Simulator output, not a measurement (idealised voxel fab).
Name of the process module below: voxel wiring stack
225 nm wide, 5 nm square cells: that's cross-section cut.
We lay out every cross-section as a grid of square cells and spell it out in bands from the top down, where one band means one or more rows of cells. Within each band entry, the heights of the top and of the bottom of the band appear first, in that order and in nm; the materials of the band then follow from left to right, each with its corresponding width in nm. The designation "all across" on a single material indicates that it fills the band from edge to edge; the designation "blank" indicates empty space. Heights from 0 (as-received wafer is one material below). Bottom band endless downward, as "0..down". It should be noted that a width expressed as "30 to 40" varies in equal increments from row to row of cells within the band, taking the value of the first number at the top row and that of the second number at the bottom row. Where a step carries "all unchanged", the cross-section came out of it unchanged, cell for cell. Reported under the label "Closed-off voids" are the empty spaces having no open way to the top and comprising 8 cells or more; the notation for each is width x height at distance, in which the distance is measured from the left edge and all three values are in nm. Post-settings text on a step line: simulator's own remark regarding the step. You can add "overlay nm" to a step's line. For a step with a mask, it describes how far the mask lay to the right of its planned position, and a negative number describes a lay to the left.
STEPS PLANNED FOR THE PROCESS
| 1 | RECEIVE (material Si) |
| 2 | CONFORMAL_DEP (material SiO2; thk nm 15) |
| 3 | DIRECTIONAL_DEP (material TiN; thk nm 5) |
| 4 | DIRECTIONAL_DEP (material Ru; thk nm 20) |
| 5 | MASKED_ETCH (tone cover; mask id METAL_1; width nm 20; pitch nm 40; etch materials Ru; depth nm 20; overlay nm 0) |
| 6 | MASKED_ETCH (tone cover; mask id METAL_1; width nm 20; pitch nm 40; etch materials TiN; depth nm 5; overlay nm 0) |
| 7 | FILL_DEP (material lowk; thk nm 5) |
| 8 | CMP (height nm 40) |
| 9 | CONFORMAL_DEP (material SiCN; thk nm 5) |
| 10 | DIRECTIONAL_DEP (material SiO2; thk nm 20) |
| 11 | DIRECTIONAL_DEP (material aC; thk nm 10) |
| 12 | PATTERN (tone open; mask id PLUG_1; material resist; width nm 15; thk nm 25; overlay nm 0) |
| 13 | DIRECTIONAL_ETCH (etch materials aC; depth nm 10) |
| 14 | STRIP (etch materials resist) |
| 15 | DIRECTIONAL_ETCH (etch materials SiO2; depth nm 20) |
| 16 | DIRECTIONAL_ETCH (etch materials SiCN; depth nm 5) |
| 17 | STRIP (etch materials aC) |
| 18 | CONFORMAL_DEP (material TiN; thk nm 5) |
| 19 | FILL_DEP (material Ru; thk nm 10) |
| 20 | CMP (height nm 65) |
| 21 | CONFORMAL_DEP (material SiN; thk nm 5) |
| 22 | DIRECTIONAL_DEP (material SiO2; thk nm 20) |
| 23 | DIRECTIONAL_DEP (material aC; thk nm 15) |
| 24 | PATTERN (tone open; mask id METAL_2; material resist; width nm 20; pitch nm 40; thk nm 30; overlay nm 0) |
| 25 | DIRECTIONAL_ETCH (etch materials aC; depth nm 15) |
| 26 | STRIP (etch materials resist) |
| 27 | DIRECTIONAL_ETCH (etch materials SiO2; depth nm 20) |
| 28 | DIRECTIONAL_ETCH (etch materials SiN; depth nm 5) |
| 29 | STRIP (etch materials aC) |
| 30 | CONFORMAL_DEP (material TiN; thk nm 5) |
| 31 | FILL_DEP (material Cu; thk nm 5) |
| 32 | CMP (height nm 90) |
| 33 | EPI (material Ru; thk nm 5) |
| 34 | FILL_DEP (material SiCN; thk nm 5) |
| 35 | DIRECTIONAL_DEP (material SiO2; thk nm 30) |
| 36 | MASKED_ETCH (tone open; mask id METAL_3_HOLES; width nm 15; etch materials SiO2; depth nm 30; overlay nm 0) |
| 37 | MASKED_ETCH (tone open; mask id METAL_3; width nm 20; pitch nm 40; etch materials SiO2; depth nm 15; overlay nm 0) |
| 38 | MASKED_ETCH (tone open; mask id METAL_3; width nm 20; pitch nm 40; etch materials SiCN; depth nm 5; overlay nm 0) |
| 39 | CONFORMAL_DEP (material TiN; thk nm 5) |
| 40 | FILL_DEP (material Cu; thk nm 10) |
| 41 | CMP (height nm 130) |
| 42 | CONFORMAL_DEP (material SiN; thk nm 5) |
THIS IS THE CROSS-SECTION OF THE WAFER AS WE RECEIVED IT, I.E. AFTER STEP 1
    0..down: Si all across
    Closed-off voids: none
HERE'S THE CROSS-SECTION OF THE FIRST OF OUR TWO WAFERS AT THE END OF THE MODULE - IT RAN AS PLANNED
    135..130: SiN all across
    130..120: 80 nm SiO2, 5 nm TiN, 10 nm Cu, 5 nm TiN, 20 nm SiO2, 5 nm TiN, 10 nm Cu, 5 nm TiN, 85 nm SiO2
    120..115: 80 nm SiO2, 5 nm TiN, 5 nm Cu, 10 nm TiN, 20 nm SiO2, 20 nm TiN, 85 nm SiO2
    115..100: 80 nm SiO2, 5 nm TiN, 5 nm Cu, 5 nm TiN, 130 nm SiO2
    100..95: 80 nm SiCN, 15 nm TiN, 130 nm SiCN
    95..90: 75 nm SiCN, 30 nm Ru, 10 nm SiCN, 30 nm Ru, 80 nm SiCN
    90..70: 80 nm SiO2, 5 nm TiN, 10 nm Cu, 5 nm TiN, 20 nm SiO2, 5 nm TiN, 10 nm Cu, 5 nm TiN, 85 nm SiO2
    70..65: 80 nm SiN, 20 nm TiN, 20 nm SiN, 20 nm TiN, 85 nm SiN
    65..45: 80 nm SiO2, 5 nm TiN, 5 nm Ru, 5 nm TiN, 130 nm SiO2
    45..40: 80 nm SiCN, 15 nm TiN, 130 nm SiCN
    40..20: 80 nm lowk, 20 nm Ru, 20 nm lowk, 20 nm Ru, 85 nm lowk
    20..15: 80 nm lowk, 20 nm TiN, 20 nm lowk, 20 nm TiN, 85 nm lowk
    15..0: SiO2 all across
    0..down: Si all across
    Closed-off voids: none
HERE'S THE SECOND OF OUR TWO WAFERS SECTIONED AT MODULE END. SAME START AS THE FIRST, SAME PLAN, BUT ONE MISTAKE GOT MADE RUNNING IT
    135..130: SiN all across
    130..120: 80 nm SiO2, 5 nm TiN, 10 nm Cu, 5 nm TiN, 20 nm SiO2, 5 nm TiN, 10 nm Cu, 5 nm TiN, 85 nm SiO2
    120..115: 80 nm SiO2, 5 nm TiN, 5 nm Cu, 10 nm TiN, 20 nm SiO2, 20 nm TiN, 85 nm SiO2
    115..100: 80 nm SiO2, 5 nm TiN, 5 nm Cu, 5 nm TiN, 130 nm SiO2
    100..95: 80 nm SiCN, 15 nm TiN, 130 nm SiCN
    95..90: 75 nm SiCN, 30 nm Ru, 10 nm SiCN, 30 nm Ru, 80 nm SiCN
    90..70: 80 nm SiO2, 5 nm TiN, 10 nm Cu, 5 nm TiN, 20 nm SiO2, 5 nm TiN, 10 nm Cu, 5 nm TiN, 85 nm SiO2
    70..65: 80 nm SiN, 20 nm TiN, 20 nm SiN, 20 nm TiN, 85 nm SiN
    65..45: 80 nm SiO2, 5 nm TiN, 5 nm Ru, 5 nm TiN, 130 nm SiO2
    45..40: 80 nm SiCN, 15 nm TiN, 130 nm SiCN
    40..20: SiN all across
    20..15: TiN all across
    15..0: SiO2 all across
    0..down: Si all across
    Closed-off voids: none
What broke from the plan during processing? step 4 ran with different settings than intended, the actual operation and settings being DIRECTIONAL_DEP (material SiN; thk nm 20)
End check, counted in cells, second wafer has more or fewer of these materials than the first: -32 Ru | +180 SiN | +37 TiN | -185 lowk
